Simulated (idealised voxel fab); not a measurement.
process module | voxel ribs on slabs
cross-section cut | 155 nm wide | cells 5 nm
A cross-section is a grid of square cells, given in bands from the top down. A band is one or more rows of cells.
Each band's line starts with the height of the band's top and of its bottom, in nm. Then come its materials from left to right, each with its width in nm. One material with "throughout" fills the band from edge to edge. "air" is empty space.
Height 0 is the level under which the wafer as received is all one material. The lowest band goes on downwards, as in "0 down".
A width such as "30 to 40" changes by the same amount from each row of cells to the next, from the band's top row to its bottom row.
"no change" after a step means that no cell of the cross-section changed.
closed voids: empty space of 8 cells or more with no open way to the top, each as width x height at its distance from the left edge, in nm
after a step's settings: what the simulator itself notes on the step
overlay nm, on a step with a mask: how far to the right of its planned place the mask lay; to the left if negative
plan
1 op RECEIVE | material Si
2 op DIRECTIONAL_DEP | material SiO2 | thk nm 20
3 op DIRECTIONAL_DEP | material polySi | thk nm 20
4 op PATTERN | tone cover | mask id RIB | material resist | width nm 15 | thk nm 15 | overlay nm -15
5 op DIRECTIONAL_ETCH | etch materials polySi | depth nm 5
6 op STRIP | etch materials resist
7 op MASKED_ETCH | tone cover | mask id SLAB | width nm 75 | etch materials polySi | depth nm 15 | overlay nm 0
8 op FILL_DEP | material SiO2 | thk nm 30
9 op CMP | height nm 60
10 op DIRECTIONAL_DEP | material W | thk nm 5
11 op DIRECTIONAL_DEP | material aC | thk nm 15
12 op PATTERN | tone cover | mask id HEATER | material resist | width nm 25 | thk nm 35 | overlay nm 0
13 op DIRECTIONAL_ETCH | etch materials aC | depth nm 15
14 op STRIP | etch materials resist
15 op DIRECTIONAL_ETCH | etch materials W | depth nm 5
16 op STRIP | etch materials aC
17 op CONFORMAL_DEP | material SiN | thk nm 10
varied across the wafers: overlay nm of step 4. The plan shows the first wafer's value. All wafers start alike
first wafer as received, after step 1
  0 down: Si throughout
  closed voids: none
first wafer at the end, after step 17
  75 to 70: air 55 | SiN 45 | air 55
  70 to 65: SiN throughout
  65 to 60: SiN 65 | W 25 | SiN 65
  60 to 40: SiO2 throughout
  40 to 35: SiO2 55 | polySi 15 | SiO2 85
  35 to 20: SiO2 40 | polySi 75 | SiO2 40
  20 to 0: SiO2 throughout
  0 down: Si throughout
  closed voids: none
last wafer at the end
  75 to 70: air 55 | SiN 45 | air 55
  70 to 65: SiN throughout
  65 to 60: SiN 65 | W 25 | SiN 65
  60 to 40: SiO2 throughout
  40 to 35: SiO2 85 | polySi 15 | SiO2 55
  35 to 20: SiO2 40 | polySi 75 | SiO2 40
  20 to 0: SiO2 throughout
  0 down: Si throughout
  closed voids: none
each wafer at the end: cells of each material gained (+) or lost (-) since it was received, then its closed voids
overlay nm -15 | +66 SiN | +324 SiO2 | +5 W | +48 polySi | closed voids: none
overlay nm -10 | +66 SiN | +324 SiO2 | +5 W | +48 polySi | closed voids: none
overlay nm -5 | +66 SiN | +324 SiO2 | +5 W | +48 polySi | closed voids: none
overlay nm 0 | +66 SiN | +324 SiO2 | +5 W | +48 polySi | closed voids: none
overlay nm 5 | +66 SiN | +324 SiO2 | +5 W | +48 polySi | closed voids: none
overlay nm 10 | +66 SiN | +324 SiO2 | +5 W | +48 polySi | closed voids: none
overlay nm 15 | +66 SiN | +324 SiO2 | +5 W | +48 polySi | closed voids: none
